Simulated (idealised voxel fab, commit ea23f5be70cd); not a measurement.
voxel self aligned vias: a process module
280 nm wide, 5 nm square cells: that's cross-section cut.
Each cross-section below is a grid of square cells, stated as bands in top-down order, with one or more rows of cells making up each band. What a band's entry tells you: where the top is and where the bottom is, as heights in nm, and after that what lies inside, material by material from left to right, each with its width in nm. Empty space is written as the word "empty", and a single material marked with the word "edge to edge" occupies the band from edge to edge. The level at which height equals 0 is the one under which the wafer, as it arrives, is entirely one material. No lower edge exists for the bottom band, which continues downward and is notated as in "0..down". Width spec "30->40" -> top row of cells at first value, bottom row at second value, equal per-row change in between. Basically "no alteration" means that step didn't change any cell in the cross-section. "Listed closed voids" means: voids of 8 cells or more that are shut off from the top with no open way through. Written width x height at distance, distance from the left edge, in nm. Whatever follows a step's settings on its line is a remark the simulator itself makes about that step. "overlay nm" answers the question of how far to the right of plan the mask lay on a step that has a mask, and when it is negative the answer is to the left.
### This section lists the process steps that were planned
1: RECEIVE (material Si)
2: CONFORMAL_DEP (material SiO2; thk nm 10)
3: CONFORMAL_DEP (material SiCN; thk nm 5)
4: DIRECTIONAL_DEP (material lowk; thk nm 25)
5: MASKED_ETCH (tone open; mask id LINES; width nm 20; pitch nm 50; etch materials lowk; depth nm 25; overlay nm 0)
6: CONFORMAL_DEP (material TiN; thk nm 5)
7: FILL_DEP (material Ru; thk nm 10)
8: CMP (height nm 40)
9: SELECTIVE_ETCH (etch materials W Ru TiN; depth nm 5)
10: FILL_DEP (material SiN; thk nm 5)
11: CMP (height nm 40)
12: DIRECTIONAL_DEP (material lowk; thk nm 20)
13: DIRECTIONAL_DEP (material aC; thk nm 15)
14: PATTERN (tone open; mask id VIAS; material resist; width nm 30; pitch nm 100; thk nm 30; overlay nm 0)
15: DIRECTIONAL_ETCH (etch materials aC; depth nm 15)
16: STRIP (etch materials resist)
17: DIRECTIONAL_ETCH (etch materials lowk; depth nm 20)
18: DIRECTIONAL_ETCH (etch materials SiN; depth nm 5)
19: STRIP (etch materials aC)
20: CONFORMAL_DEP (material TiN; thk nm 5)
21: FILL_DEP (material Ru; thk nm 5)
22: CMP (height nm 60)
23: CONFORMAL_DEP (material SiN; thk nm 5)
### Cross-section, incoming material, after step 1
  0..down = Si edge to edge
  Listed closed voids: none
### Cross-sectional view of the first of the two wafers upon completion of the module, processed in accordance with the plan
  65..60 = SiN edge to edge
  60..45 = 75 of lowk  5 of TiN  20 of Ru  5 of TiN  70 of lowk  5 of TiN  20 of Ru  5 of TiN  75 of lowk
  45..40 = 75 of lowk  10 of TiN  10 of Ru  10 of TiN  70 of lowk  10 of TiN  10 of Ru  10 of TiN  75 of lowk
  40..35 = 80 of lowk  20 of TiN  30 of lowk  20 of SiN  30 of lowk  20 of TiN  80 of lowk
  35..20 = 80 of lowk  5 of TiN  10 of Ru  5 of TiN  30 of lowk  5 of TiN  10 of Ru  5 of TiN  30 of lowk  5 of TiN  10 of Ru  5 of TiN  80 of lowk
  20..15 = 80 of lowk  20 of TiN  30 of lowk  20 of TiN  30 of lowk  20 of TiN  80 of lowk
  15..10 = SiCN edge to edge
  10..0 = SiO2 edge to edge
  0..down = Si edge to edge
  Listed closed voids: none
### This is the second of the two wafers, cross-sectioned at the end of the module; it started exactly like the first and was given the same plan, but it was run with one mistake
  65..60 = SiN edge to edge
  60..45 = 75 of lowk  5 of TiN  20 of Ru  5 of TiN  70 of lowk  5 of TiN  20 of Ru  5 of TiN  75 of lowk
  45..40 = 75 of lowk  30 of TiN  70 of lowk  30 of TiN  75 of lowk
  40..35 = 75 of SiN  5 of TiN  20 of lowk  5 of TiN  25 of SiN  20 of lowk  25 of SiN  5 of TiN  20 of lowk  5 of TiN  75 of SiN
  35..20 = 75 of Ru  5 of TiN  20 of lowk  5 of TiN  20 of Ru  5 of TiN  20 of lowk  5 of TiN  20 of Ru  5 of TiN  20 of lowk  5 of TiN  75 of Ru
  20..15 = 80 of TiN  20 of lowk  30 of TiN  20 of lowk  30 of TiN  20 of lowk  80 of TiN
  15..10 = SiCN edge to edge
  10..0 = SiO2 edge to edge
  0..down = Si edge to edge
  Listed closed voids: none
Plan not followed: rather than as planned, step 5 actually ran as MASKED_ETCH (tone cover; mask id LINES; width nm 20; pitch nm 50; etch materials lowk; depth nm 25; overlay nm 0)
At the finish, the second wafer shows more or fewer cells for some materials than the first does: Ru: 92 more; SiN: 36 more; TiN: 32 more; lowk: 160 fewer
